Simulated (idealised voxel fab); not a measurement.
process module | voxel released beams
cross-section cut | 185 nm wide | cells 5 nm
A cross-section is a grid of square cells, given in bands from the top down. A band is one or more rows of cells.
Each band's line starts with the height of the band's top and of its bottom, in nm. Then come its materials from left to right, each with its width in nm. One material with "throughout" fills the band from edge to edge. "air" is empty space.
Height 0 is the level under which the wafer as received is all one material. The lowest band goes on downwards, as in "0 down".
A width such as "30 to 40" changes by the same amount from each row of cells to the next, from the band's top row to its bottom row.
"no change" after a step means that no cell of the cross-section changed.
closed voids: empty space of 8 cells or more with no open way to the top, each as width x height at its distance from the left edge, in nm
after a step's settings: what the simulator itself notes on the step
overlay nm, on a step with a mask: how far to the right of its planned place the mask lay; to the left if negative
plan
1 op RECEIVE | material Si
2 op CONFORMAL_DEP | material Al2O3 | thk nm 10
3 op DIRECTIONAL_DEP | material SiO2 | thk nm 20
4 op DIRECTIONAL_DEP | material aC | thk nm 10
5 op PATTERN | tone open | mask id ANCHOR | material resist | width nm 45 | thk nm 30 | overlay nm 0
6 op DIRECTIONAL_ETCH | etch materials aC | depth nm 10
7 op STRIP | etch materials resist
8 op DIRECTIONAL_ETCH | etch materials SiO2 | depth nm 20
9 op STRIP | etch materials aC
10 op CONFORMAL_DEP | material polySi | thk nm 15
11 op MASKED_ETCH | tone cover | mask id BEAM | width nm 110 | etch materials polySi | depth nm 15 | overlay nm 0
12 op STRIP | etch materials SiO2
as received, after step 1
  0 down: Si throughout
  closed voids: none
a wafer at the end: this start, this plan, one mistake
  45 to 30: air 35 | polySi 110 | air 40
  30 to 20: Al2O3 throughout
  20 to 0: SiO2 throughout
  0 down: Si throughout
  closed voids: none
what went wrong: steps 2 and 3 were swapped
